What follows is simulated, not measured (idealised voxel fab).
Process module under the name voxel wiring stack
245 nm wide, 5 nm square cells: that's cross-section cut.
We lay out every cross-section as a grid of square cells and spell it out in bands from the top down, where one band means one or more rows of cells. Top height, bottom height, nm. Materials left to right, width each, nm. Single material + "all across" = fills band edge to edge. "blank" = empty. Height datum 0, below which the as-received substrate wafer is one material. Lowest band open at the bottom, running downward: "top 0, no bottom". When a width is written as two numbers, as in "30 to 40", the first number is the width in the top row of cells of the band and the second is the width in its bottom row, and the width changes by the same amount from each row to the next. Reading "no modifications" for a step: not a cell of the cross-section changed in it. Entry "Unvented voids". Content: empty spaces with no open connection to the top, size 8 cells or greater. Each: width x height at distance. Distance: from left edge. Unit: nm. Read whatever lies past the settings on a step's line as the simulator's own remark about the step. overlay nm: step with mask; distance mask lay right of planned place; negative value = left of planned place.

The planned process steps are enumerated hereunder:
1. RECEIVE: material Si
2. CONFORMAL_DEP: material SiO2, thk nm 15
3. DIRECTIONAL_DEP: material TiN, thk nm 5
4. DIRECTIONAL_DEP: material W, thk nm 20
5. DIRECTIONAL_DEP: material aC, thk nm 15
6. PATTERN: tone cover, mask id METAL_1, material resist, width nm 20, pitch nm 50, thk nm 35, overlay nm 0
7. DIRECTIONAL_ETCH: etch materials aC, depth nm 15
8. STRIP: etch materials resist
9. DIRECTIONAL_ETCH: etch materials W, depth nm 20
10. DIRECTIONAL_ETCH: etch materials TiN, depth nm 5
11. STRIP: etch materials aC
12. FILL_DEP: material lowk, thk nm 10
13. CMP: height nm 40
14. CONFORMAL_DEP: material SiCN, thk nm 5
15. DIRECTIONAL_DEP: material SiO2, thk nm 15
16. MASKED_ETCH: tone open, mask id PLUG_1, width nm 15, etch materials SiO2, depth nm 15, overlay nm 0
17. MASKED_ETCH: tone open, mask id PLUG_1, width nm 15, etch materials SiCN, depth nm 5, overlay nm 0
18. EPI: material Ru, thk nm 10
19. EPI: material Ru, thk nm 10
20. DIRECTIONAL_DEP: material TiN, thk nm 5
21. DIRECTIONAL_DEP: material Ru, thk nm 20
22. MASKED_ETCH: tone cover, mask id METAL_2, width nm 20, pitch nm 50, etch materials Ru, depth nm 20, overlay nm 0
23. MASKED_ETCH: tone cover, mask id METAL_2, width nm 20, pitch nm 50, etch materials TiN, depth nm 5, overlay nm 0
24. CONFORMAL_DEP: material SiN, thk nm 5
25. FILL_DEP: material lowk, thk nm 10
26. CMP: height nm 85
27. CONFORMAL_DEP: material SiCN, thk nm 5
28. DIRECTIONAL_DEP: material lowk, thk nm 10
29. DIRECTIONAL_DEP: material aC, thk nm 10
30. PATTERN: tone open, mask id PLUG_2, material resist, width nm 15, thk nm 25, overlay nm 0
31. DIRECTIONAL_ETCH: etch materials aC, depth nm 10
32. STRIP: etch materials resist
33. DIRECTIONAL_ETCH: etch materials lowk, depth nm 10
34. DIRECTIONAL_ETCH: etch materials SiCN, depth nm 5
35. STRIP: etch materials aC
36. CONFORMAL_DEP: material TiN, thk nm 5
37. FILL_DEP: material Cu, thk nm 5
38. CMP: height nm 100
39. CONFORMAL_DEP: material SiN, thk nm 5
40. DIRECTIONAL_DEP: material SiO2, thk nm 15
41. PATTERN: tone open, mask id METAL_3, material resist, width nm 20, pitch nm 50, thk nm 20, overlay nm 0
42. DIRECTIONAL_ETCH: etch materials SiO2, depth nm 15
43. DIRECTIONAL_ETCH: etch materials SiN, depth nm 5
44. STRIP: etch materials resist
45. CONFORMAL_DEP: material TiN, thk nm 5
46. FILL_DEP: material W, thk nm 5
47. CMP: height nm 120
48. EPI: material Ru, thk nm 5
49. FILL_DEP: material SiCN, thk nm 5
50. DIRECTIONAL_DEP: material lowk, thk nm 30
51. MASKED_ETCH: tone open, mask id METAL_4_HOLES, width nm 15, pitch nm 50, etch materials lowk, depth nm 30, overlay nm 0
52. PATTERN: tone open, mask id METAL_4, material resist, width nm 20, pitch nm 50, thk nm 20, overlay nm 0
53. DIRECTIONAL_ETCH: etch materials lowk, depth nm 15
54. DIRECTIONAL_ETCH: etch materials SiCN, depth nm 5
55. STRIP: etch materials resist
56. CONFORMAL_DEP: material TiN, thk nm 5
57. FILL_DEP: material Cu, thk nm 5
58. CMP: height nm 160
59. CONFORMAL_DEP: material SiCN, thk nm 5

The cross-section here shows the wafer as received, i.e. in its state after step 1:
top 0, no bottom  Si all across
Unvented voids: none

Here's the cross-section of the first of our two wafers at the end of the module - it ran as planned:
top 165, bottom 160  SiCN all across
top 160, bottom 150  lowk: 85 / TiN: 5 / Cu: 10 / TiN: 5 / lowk: 30 / TiN: 5 / Cu: 10 / TiN: 5 / lowk: 90
top 150, bottom 145  lowk: 85 / TiN: 5 / Cu: 5 / TiN: 10 / lowk: 30 / TiN: 5 / Cu: 5 / TiN: 10 / lowk: 90
top 145, bottom 130  lowk: 85 / TiN: 5 / Cu: 5 / TiN: 5 / lowk: 35 / TiN: 5 / Cu: 5 / TiN: 5 / lowk: 95
top 130, bottom 125  SiCN: 85 / TiN: 15 / SiCN: 35 / TiN: 15 / SiCN: 95
top 125, bottom 120  SiCN: 80 / Ru: 30 / SiCN: 20 / Ru: 30 / SiCN: 85
top 120, bottom 105  SiO2: 85 / TiN: 5 / W: 10 / TiN: 5 / SiO2: 30 / TiN: 5 / W: 10 / TiN: 5 / SiO2: 90
top 105, bottom 100  SiN: 85 / TiN: 20 / SiN: 30 / TiN: 20 / SiN: 90
top 100, bottom 90  lowk: 85 / TiN: 5 / Cu: 5 / TiN: 5 / lowk: 145
top 90, bottom 85  SiCN: 85 / TiN: 15 / SiCN: 145
top 85, bottom 65  lowk: 80 / SiN: 5 / Ru: 20 / SiN: 5 / lowk: 20 / SiN: 5 / Ru: 20 / SiN: 5 / lowk: 85
top 65, bottom 60  SiN: 85 / TiN: 20 / SiN: 30 / TiN: 20 / SiN: 90
top 60, bottom 45  SiO2: 85 / Ru: 15 / SiO2: 145
top 45, bottom 40  SiCN: 85 / Ru: 15 / SiCN: 145
top 40, bottom 20  lowk: 85 / W: 20 / lowk: 30 / W: 20 / lowk: 90
top 20, bottom 15  lowk: 85 / TiN: 20 / lowk: 30 / TiN: 20 / lowk: 90
top 15, bottom 0  SiO2 all across
top 0, no bottom  Si all across
Unvented voids: none

Same start, same plan as the first wafer - but one mistake in the run. Cross-section of the second of the two at the end of the module:
top 165, bottom 160  SiCN all across
top 160, bottom 150  lowk: 85 / TiN: 5 / Cu: 10 / TiN: 5 / lowk: 30 / TiN: 5 / Cu: 10 / TiN: 5 / lowk: 90
top 150, bottom 145  lowk: 85 / TiN: 5 / Cu: 5 / TiN: 10 / lowk: 30 / TiN: 5 / Cu: 5 / TiN: 10 / lowk: 90
top 145, bottom 130  lowk: 85 / TiN: 5 / Cu: 5 / TiN: 5 / lowk: 35 / TiN: 5 / Cu: 5 / TiN: 5 / lowk: 95
top 130, bottom 125  SiCN: 85 / TiN: 15 / SiCN: 35 / TiN: 15 / SiCN: 95
top 125, bottom 120  SiCN: 80 / Ru: 30 / SiCN: 20 / Ru: 30 / SiCN: 85
top 120, bottom 105  SiO2: 85 / TiN: 5 / W: 10 / TiN: 5 / SiO2: 30 / TiN: 5 / W: 10 / TiN: 5 / SiO2: 90
top 105, bottom 100  SiN: 85 / TiN: 20 / SiN: 30 / TiN: 20 / SiN: 90
top 100, bottom 90  lowk: 85 / TiN: 5 / Cu: 5 / TiN: 5 / lowk: 145
top 90, bottom 85  SiCN: 85 / TiN: 15 / SiCN: 145
top 85, bottom 70  Ru: 85 / SiN: 5 / lowk: 10 / SiN: 5 / Ru: 30 / SiN: 5 / lowk: 10 / SiN: 5 / Ru: 90
top 70, bottom 65  Ru: 85 / SiN: 20 / Ru: 30 / SiN: 20 / Ru: 90
top 65, bottom 60  TiN all across
top 60, bottom 45  SiO2: 85 / Ru: 15 / SiO2: 145
top 45, bottom 40  SiCN: 85 / Ru: 15 / SiCN: 145
top 40, bottom 20  lowk: 85 / W: 20 / lowk: 30 / W: 20 / lowk: 90
top 20, bottom 15  lowk: 85 / TiN: 20 / lowk: 30 / TiN: 20 / lowk: 90
top 15, bottom 0  SiO2 all across
top 0, no bottom  Si all across
Unvented voids: none
Deviation from plan: rather than as planned, step 22 actually ran as MASKED_ETCH: tone open, mask id METAL_2, width nm 20, pitch nm 50, etch materials Ru, depth nm 20, overlay nm 0
Final comparison by cell count, materials where the second wafer has more or fewer than the first: Ru +132, SiN -37, TiN +41, lowk -136
